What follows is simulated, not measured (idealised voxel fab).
process module | voxel spacer lines
cross-section cut | 300 nm wide | cells 5 nm
A cross-section is a grid of square cells, given in bands from the top down. A band is one or more rows of cells.
Each band's line starts with the height of the band's top and of its bottom, in nm. Then come its materials from left to right, each with its width in nm. One material with "throughout" fills the band from edge to edge. "air" is empty space.
Height 0 is the level under which the wafer as received is all one material. The lowest band goes on downwards, as in "0 down".
A width such as "30 to 40" changes by the same amount from each row of cells to the next, from the band's top row to its bottom row.
"no change" after a step means that no cell of the cross-section changed.
closed voids: empty space of 8 cells or more with no open way to the top, each as width x height at its distance from the left edge, in nm
after a step's settings: what the simulator itself notes on the step
overlay nm, on a step with a mask: how far to the right of its planned place the mask lay; to the left if negative
plan
1 op RECEIVE | material Si
2 op CONFORMAL_DEP | material Al2O3 | thk nm 5
3 op DIRECTIONAL_DEP | material W | thk nm 10
4 op DIRECTIONAL_DEP | material aC | thk nm 20
5 op PATTERN | tone cover | mask id MANDREL | material resist | width nm 15 | pitch nm 50 | thk nm 30 | overlay nm 0
6 op DIRECTIONAL_ETCH | etch materials aC | depth nm 20
7 op STRIP | etch materials resist
8 op CONFORMAL_DEP | material SiO2 | thk nm 10
9 op DIRECTIONAL_ETCH | etch materials SiO2 | depth nm 10
10 op STRIP | etch materials aC
11 op DIRECTIONAL_ETCH | etch materials W | depth nm 10
12 op STRIP | etch materials SiO2
13 op FILL_DEP | material SiO2 | thk nm 5
14 op CMP | height nm 15
as received, after step 1
  0 down: Si throughout
  closed voids: none
a wafer at the end: this start, this plan, one mistake
  15 to 5: SiO2 90 | W 10 | SiO2 15 | W 10 | SiO2 15 | W 10 | SiO2 15 | W 10 | SiO2 15 | W 10 | SiO2 15 | W 10 | SiO2 75
  5 to 0: Al2O3 throughout
  0 down: Si throughout
  closed voids: none
what went wrong: step 5 ran as: op PATTERN | tone cover | mask id MANDREL | material resist | width nm 15 | pitch nm 50 | thk nm 30 | overlay nm 10
